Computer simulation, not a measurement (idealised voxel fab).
process module | voxel self aligned vias
cross-section cut | 205 nm wide | cells 5 nm
A cross-section is a grid of square cells, given in bands from the top down. A band is one or more rows of cells.
Each band's line starts with the height of the band's top and of its bottom, in nm. Then come its materials from left to right, each with its width in nm. One material with "throughout" fills the band from edge to edge. "air" is empty space.
Height 0 is the level under which the wafer as received is all one material. The lowest band goes on downwards, as in "0 down".
A width such as "30 to 40" changes by the same amount from each row of cells to the next, from the band's top row to its bottom row.
"no change" after a step means that no cell of the cross-section changed.
closed voids: empty space of 8 cells or more with no open way to the top, each as width x height at its distance from the left edge, in nm
after a step's settings: what the simulator itself notes on the step
overlay nm, on a step with a mask: how far to the right of its planned place the mask lay; to the left if negative
plan
1 op RECEIVE | material Si
2 op CONFORMAL_DEP | material SiO2 | thk nm 10
3 op CONFORMAL_DEP | material SiCN | thk nm 5
4 op DIRECTIONAL_DEP | material lowk | thk nm 30
5 op MASKED_ETCH | tone open | mask id LINES | width nm 20 | pitch nm 65 | etch materials lowk | depth nm 30 | overlay nm 0
6 op CONFORMAL_DEP | material TiN | thk nm 5
7 op FILL_DEP | material W | thk nm 5
8 op CMP | height nm 45
9 op SELECTIVE_ETCH | etch materials W Ru TiN | depth nm 5
10 op FILL_DEP | material SiN | thk nm 5
11 op CMP | height nm 45
12 op DIRECTIONAL_DEP | material lowk | thk nm 15
13 op PATTERN | tone open | mask id VIAS | material resist | width nm 40 | pitch nm 65 | thk nm 20 | overlay nm 0
14 op DIRECTIONAL_ETCH | etch materials lowk | depth nm 15
15 op DIRECTIONAL_ETCH | etch materials SiN | depth nm 5
16 op STRIP | etch materials resist
17 op CONFORMAL_DEP | material TiN | thk nm 5
18 op FILL_DEP | material Cu | thk nm 10
19 op CMP | height nm 60
20 op CONFORMAL_DEP | material SiCN | thk nm 5
as received, after step 1
  0 down: Si throughout
  closed voids: none
a wafer at the end: this start, this plan, one mistake
  65 to 60: SiCN throughout
  60 to 50: lowk 15 | TiN 5 | Cu 30 | TiN 5 | lowk 25 | TiN 5 | Cu 30 | TiN 5 | lowk 25 | TiN 5 | Cu 30 | TiN 5 | lowk 20
  50 to 45: lowk 15 | TiN 40 | lowk 25 | TiN 40 | lowk 25 | TiN 40 | lowk 20
  45 to 40: SiCN throughout
  40 to 10: lowk throughout
  10 to 0: SiO2 throughout
  0 down: Si throughout
  closed voids: none
what went wrong: steps 3 and 4 were swapped
